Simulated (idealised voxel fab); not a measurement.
The document below concerns the process module designated voxel self aligned contacts.
The figure presents cross-section cut, which has a width of 270 nm and is divided into square cells with an edge length of 5 nm.
Cross-section = grid of square cells, listed top down in bands; band = one or more rows.
Per band: top height and bottom height in nm, followed by the left-to-right materials and their widths in nm; "full width" marks a single material spanning edge to edge, "blank" marks empty space.
Height datum 0, below which the as-received substrate wafer is one material. Lowest band open at the bottom, running downward: "0 down".
Think of "30->40" as a width that walks from the first number to the second as you go down the band, top row to bottom row, taking equal-sized steps from row to row.
Any step labelled "remained the same" changed none of the cells in the cross-section.
What "Catalogued sealed voids" gives you is every empty space of 8 cells or more that is cut off from the top. Each appears as width x height at distance, with the distance taken from the left edge and width, height and distance all in nm.
Heads up: the bit after the settings on a step's line is the simulator's remark on that step.
If you see "overlay nm" on a step's line and that step has a mask, it's telling you how far right of where it was planned the mask ended up; a negative number means it went left instead.
[Planned step list for the process]
1. RECEIVE [material Si]
2. OXIDIZE [depth nm 5]
3. DIRECTIONAL_DEP [material polySi] [thk nm 30]
4. DIRECTIONAL_DEP [material SiN] [thk nm 15]
5. MASKED_ETCH [tone cover] [mask id GATE] [width nm 25] [pitch nm 55] [etch materials SiN] [depth nm 15] [overlay nm 0]
6. MASKED_ETCH [tone cover] [mask id GATE] [width nm 25] [pitch nm 55] [etch materials polySi] [depth nm 30] [overlay nm 0]
7. CONFORMAL_DEP [material SiN] [thk nm 5]
8. DIRECTIONAL_ETCH [etch materials SiN] [depth nm 5]
9. FILL_DEP [material SiO2] [thk nm 10]
10. CMP [height nm 50]
11. MASKED_ETCH [tone open] [mask id CONTACT] [width nm 40] [pitch nm 55] [etch materials SiO2] [depth nm 55] [overlay nm 0]
12. CONFORMAL_DEP [material TiN] [thk nm 5]
13. FILL_DEP [material Ru] [thk nm 10]
14. CMP [height nm 50]
15. CONFORMAL_DEP [material SiCN] [thk nm 5]
[What follows covers the first of two wafers; it ran as planned]
[as received, after step 1]
    0 down = Si full width
    Catalogued sealed voids: none
[The wafer, seen in cross-section, after step 2]
    0 to -5 = SiO2 full width
    Everything under -5 stays put, no change at all.
[The wafer, seen in cross-section, after step 3]
    30 to 0 = polySi full width
    Everything under 0 stays put, no change at all.
[The wafer, seen in cross-section, after step 4]
    45 to 30 = SiN full width
    Everything under 30 stays put, no change at all.
[The wafer, seen in cross-section, after step 5]
    45 to 30 = blank=65 | SiN=25 | blank=30 | SiN=25 | blank=30 | SiN=25 | blank=70
    Everything under 30 stays put, no change at all.
[The wafer, seen in cross-section, after step 6]
    45 to 30 = blank=65 | SiN=25 | blank=30 | SiN=25 | blank=30 | SiN=25 | blank=70
    30 to 0 = blank=65 | polySi=25 | blank=30 | polySi=25 | blank=30 | polySi=25 | blank=70
    Everything under 0 stays put, no change at all.
[The wafer, seen in cross-section, after step 7]
    50 to 30 = blank=60 | SiN=35 | blank=20 | SiN=35 | blank=20 | SiN=35 | blank=65
    30 to 5 = blank=60 | SiN=5 | polySi=25 | SiN=5 | blank=20 | SiN=5 | polySi=25 | SiN=5 | blank=20 | SiN=5 | polySi=25 | SiN=5 | blank=65
    5 to 0 = SiN=65 | polySi=25 | SiN=30 | polySi=25 | SiN=30 | polySi=25 | SiN=70
    Everything under 0 stays put, no change at all.
[The wafer, seen in cross-section, after step 8]
    45 to 30 = blank=60 | SiN=35 | blank=20 | SiN=35 | blank=20 | SiN=35 | blank=65
    30 to 0 = blank=60 | SiN=5 | polySi=25 | SiN=5 | blank=20 | SiN=5 | polySi=25 | SiN=5 | blank=20 | SiN=5 | polySi=25 | SiN=5 | blank=65
    Everything under 0 stays put, no change at all.
[The wafer, seen in cross-section, after step 9]
    55 to 45 = SiO2 full width
    45 to 30 = SiO2=60 | SiN=35 | SiO2=20 | SiN=35 | SiO2=20 | SiN=35 | SiO2=65
    30 to 0 = SiO2=60 | SiN=5 | polySi=25 | SiN=5 | SiO2=20 | SiN=5 | polySi=25 | SiN=5 | SiO2=20 | SiN=5 | polySi=25 | SiN=5 | SiO2=65
    Everything under 0 stays put, no change at all.
[The wafer, seen in cross-section, after step 10]
    50 to 45 = SiO2 full width
    Everything under 45 stays put, no change at all.
[The wafer, seen in cross-section, after step 11]
    50 to 45 = SiO2=85 | blank=40 | SiO2=15 | blank=40 | SiO2=90
    45 to 30 = SiO2=60 | SiN=35 | blank=20 | SiN=35 | blank=20 | SiN=35 | SiO2=65
    30 to 0 = SiO2=60 | SiN=5 | polySi=25 | SiN=5 | blank=20 | SiN=5 | polySi=25 | SiN=5 | blank=20 | SiN=5 | polySi=25 | SiN=5 | SiO2=65
    0 to -5 = SiO2=95 | blank=20 | SiO2=35 | blank=20 | SiO2=100
    Everything under -5 stays put, no change at all.
[The wafer, seen in cross-section, after step 12]
    55 to 50 = TiN=90 | blank=30 | TiN=25 | blank=30 | TiN=95
    50 to 45 = SiO2=85 | TiN=15 | blank=10 | TiN=15 | SiO2=15 | TiN=15 | blank=10 | TiN=15 | SiO2=90
    45 to 30 = SiO2=60 | SiN=35 | TiN=5 | blank=10 | TiN=5 | SiN=35 | TiN=5 | blank=10 | TiN=5 | SiN=35 | SiO2=65
    30 to 0 = SiO2=60 | SiN=5 | polySi=25 | SiN=5 | TiN=5 | blank=10 | TiN=5 | SiN=5 | polySi=25 | SiN=5 | TiN=5 | blank=10 | TiN=5 | SiN=5 | polySi=25 | SiN=5 | SiO2=65
    0 to -5 = SiO2=95 | TiN=20 | SiO2=35 | TiN=20 | SiO2=100
    Everything under -5 stays put, no change at all.
[The wafer, seen in cross-section, after step 13]
    65 to 55 = Ru full width
    55 to 50 = TiN=90 | Ru=30 | TiN=25 | Ru=30 | TiN=95
    50 to 45 = SiO2=85 | TiN=15 | Ru=10 | TiN=15 | SiO2=15 | TiN=15 | Ru=10 | TiN=15 | SiO2=90
    45 to 30 = SiO2=60 | SiN=35 | TiN=5 | Ru=10 | TiN=5 | SiN=35 | TiN=5 | Ru=10 | TiN=5 | SiN=35 | SiO2=65
    30 to 0 = SiO2=60 | SiN=5 | polySi=25 | SiN=5 | TiN=5 | Ru=10 | TiN=5 | SiN=5 | polySi=25 | SiN=5 | TiN=5 | Ru=10 | TiN=5 | SiN=5 | polySi=25 | SiN=5 | SiO2=65
    Everything under 0 stays put, no change at all.
[The wafer, seen in cross-section, after step 14]
    50 to 45 = SiO2=85 | TiN=15 | Ru=10 | TiN=15 | SiO2=15 | TiN=15 | Ru=10 | TiN=15 | SiO2=90
    Everything under 45 stays put, no change at all.
[The wafer, seen in cross-section, after step 15]
    55 to 50 = SiCN full width
    Everything under 50 stays put, no change at all.
[Companion wafer, the second of two: same beginning, same intended sequence, one mistake in carrying it out; through step 3 inclusive it tracks the first exactly]
[Second wafer, cross-section, planned end of step 4]
    50 to 30 = SiN full width
    Everything under 30 stays put, no change at all.
[Second wafer, cross-section, planned end of step 5]
    50 to 35 = blank=65 | SiN=25 | blank=30 | SiN=25 | blank=30 | SiN=25 | blank=70
    Everything under 35 stays put, no change at all.
Second wafer, cross-section, planned end of step 6: remained the same
[Second wafer, cross-section, planned end of step 7]
    55 to 40 = blank=60 | SiN=35 | blank=20 | SiN=35 | blank=20 | SiN=35 | blank=65
    40 to 30 = SiN full width
    Everything under 30 stays put, no change at all.
[Second wafer, cross-section, planned end of step 8]
    50 to 35 = blank=60 | SiN=35 | blank=20 | SiN=35 | blank=20 | SiN=35 | blank=65
    Everything under 35 stays put, no change at all.
[Second wafer, cross-section, planned end of step 9]
    60 to 50 = SiO2 full width
    50 to 35 = SiO2=60 | SiN=35 | SiO2=20 | SiN=35 | SiO2=20 | SiN=35 | SiO2=65
    Everything under 35 stays put, no change at all.
[Second wafer, cross-section, planned end of step 10]
    50 to 35 = SiO2=60 | SiN=35 | SiO2=20 | SiN=35 | SiO2=20 | SiN=35 | SiO2=65
    Everything under 35 stays put, no change at all.
[Second wafer, cross-section, planned end of step 11]
    50 to 35 = SiO2=60 | SiN=35 | blank=20 | SiN=35 | blank=20 | SiN=35 | SiO2=65
    Everything under 35 stays put, no change at all.
[Second wafer, cross-section, planned end of step 12]
    55 to 50 = TiN=100 | blank=10 | TiN=45 | blank=10 | TiN=105
    50 to 40 = SiO2=60 | SiN=35 | TiN=5 | blank=10 | TiN=5 | SiN=35 | TiN=5 | blank=10 | TiN=5 | SiN=35 | SiO2=65
    40 to 35 = SiO2=60 | SiN=35 | TiN=20 | SiN=35 | TiN=20 | SiN=35 | SiO2=65
    Everything under 35 stays put, no change at all.
[Second wafer, cross-section, planned end of step 13]
    65 to 55 = Ru full width
    55 to 50 = TiN=100 | Ru=10 | TiN=45 | Ru=10 | TiN=105
    50 to 40 = SiO2=60 | SiN=35 | TiN=5 | Ru=10 | TiN=5 | SiN=35 | TiN=5 | Ru=10 | TiN=5 | SiN=35 | SiO2=65
    Everything under 40 stays put, no change at all.
[Second wafer, cross-section, planned end of step 14]
    50 to 40 = SiO2=60 | SiN=35 | TiN=5 | Ru=10 | TiN=5 | SiN=35 | TiN=5 | Ru=10 | TiN=5 | SiN=35 | SiO2=65
    Everything under 40 stays put, no change at all.
[Second wafer, cross-section, planned end of step 15]
    55 to 50 = SiCN full width
    Everything under 50 stays put, no change at all.
Where did the run depart from the plan? step 4, actual vs plan mismatch, actual run DIRECTIONAL_DEP [material SiN] [thk nm 20]
at the end the second wafer has, in cells: Ru: 32 fewer | SiN: 18 more | SiO2: 180 fewer | TiN: 40 fewer | polySi: 234 more
